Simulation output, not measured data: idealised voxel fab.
The following process module bears the name voxel capacitor over wiring.
Each square cell in cross-section cut measures 5 nm, and the section as a whole is 235 nm wide.
Cross-section, as written here: a square-cell grid given band by band from the top down, where a band holds one or more rows of cells.
First you get the band's top height and its bottom height, in nm, and then the materials it's made of, left to right, with each width in nm. If you see a single material with "throughout", that one covers the band edge to edge. "air" is empty space.
Height is counted from the level 0, under which the received wafer is composed throughout of one material. The lowest of the bands is not closed at the bottom but continues downward, in the notation "z 0 and below".
The notation "30->40" denotes a width that varies across the rows of cells in the band, beginning at the first number in the top row, finishing at the second number in the bottom row, and changing by an identical amount from each row to the next.
Key: "no alterations made" - step with no changed cell in the cross-section.
In the "Completely enclosed voids" entry, you get each enclosed empty space of 8 cells or more, one with no open way to the top, written width x height at distance, distance from the left edge, in nm.
Past the settings on a step's line: simulator remark, on that step.
The "overlay nm" setting may appear on a step's line; for a step that uses a mask, it gives how far to the right of its planned position the mask lay, and a negative value indicates the left.

### Planned process steps
1,RECEIVE | material Si
2,CONFORMAL_DEP | material SiO2 | thk nm 15
3,CONFORMAL_DEP | material SiCN | thk nm 5
4,DIRECTIONAL_DEP | material SiO2 | thk nm 25
5,MASKED_ETCH | tone open | mask id METAL_1 | width nm 30 | pitch nm 85 | etch materials SiO2 | depth nm 25 | overlay nm 0
6,MASKED_ETCH | tone open | mask id METAL_1 | width nm 30 | pitch nm 85 | etch materials SiCN | depth nm 5 | overlay nm 0
7,CONFORMAL_DEP | material TiN | thk nm 5
8,FILL_DEP | material Cu | thk nm 5
9,CMP | height nm 45
10,CONFORMAL_DEP | material SiCN | thk nm 5
11,DIRECTIONAL_DEP | material SiO2 | thk nm 20
12,DIRECTIONAL_DEP | material aC | thk nm 15
13,PATTERN | tone open | mask id PLUG_1 | material resist | width nm 15 | thk nm 30 | overlay nm 0
14,DIRECTIONAL_ETCH | etch materials aC | depth nm 15
15,STRIP | etch materials resist
16,DIRECTIONAL_ETCH | etch materials SiO2 | depth nm 20
17,DIRECTIONAL_ETCH | etch materials SiCN | depth nm 5
18,STRIP | etch materials aC
19,CONFORMAL_DEP | material TiN | thk nm 5
20,FILL_DEP | material Cu | thk nm 10
21,CMP | height nm 70
22,DIRECTIONAL_DEP | material TiN | thk nm 10
23,DIRECTIONAL_DEP | material HfO2 | thk nm 5
24,DIRECTIONAL_DEP | material TiN | thk nm 10
25,PATTERN | tone cover | mask id UPPER_PLATE | material resist | width nm 60 | thk nm 15 | overlay nm 0
26,DIRECTIONAL_ETCH | etch materials TiN | depth nm 10
27,DIRECTIONAL_ETCH | etch materials HfO2 | depth nm 5
28,STRIP | etch materials resist
29,MASKED_ETCH | tone cover | mask id LOWER_PLATE | width nm 70 | etch materials TiN | depth nm 10 | overlay nm 0
30,FILL_DEP | material SiO2 | thk nm 15
31,CMP | height nm 105
32,DIRECTIONAL_DEP | material aC | thk nm 15
33,PATTERN | tone open | mask id PLUG_2 | material resist | width nm 15 | thk nm 30 | overlay nm 0
34,DIRECTIONAL_ETCH | etch materials aC | depth nm 15
35,STRIP | etch materials resist
36,DIRECTIONAL_ETCH | etch materials SiO2 | depth nm 10
37,STRIP | etch materials aC
38,CONFORMAL_DEP | material TiN | thk nm 5
39,FILL_DEP | material Ru | thk nm 10
40,CMP | height nm 105
41,CONFORMAL_DEP | material SiN | thk nm 5

### Cross-sectional view of the wafer in its as-received condition, corresponding to the state after step 1
> z 0 and below | Si throughout
> Completely enclosed voids: none

### The following cross-section depicts the wafer upon conclusion of the module. Processing commenced from the starting condition illustrated above and adhered to the plan illustrated above, save for one mistake in execution
> z 110 to 105 | SiN throughout
> z 105 to 100 | 85 SiO2 | 5 TiN | 5 Ru | 5 TiN | 135 SiO2
> z 100 to 90 | 85->75 SiO2 | 15->60 TiN | 135->100 SiO2
> z 90 to 85 | 70 SiO2 | 70 TiN | 95 SiO2
> z 85 to 80 | HfO2 throughout
> z 80 to 70 | TiN throughout
> z 70 to 50 | 75 SiO2 | 5 TiN | 5 Cu | 5 TiN | 145 SiO2
> z 50 to 45 | 75 SiCN | 15 TiN | 145 SiCN
> z 45 to 20 | 60 SiO2 | 5 TiN | 20 Cu | 5 TiN | 55 SiO2 | 5 TiN | 20 Cu | 5 TiN | 60 SiO2
> z 20 to 15 | 60 SiCN | 30 TiN | 55 SiCN | 30 TiN | 60 SiCN
> z 15 to 0 | SiO2 throughout
> z 0 and below | Si throughout
> Completely enclosed voids: none
Want to know what went wrong? step 26 went in with a setting other than planned; the actual run was DIRECTIONAL_ETCH | etch materials TiN | depth nm 5
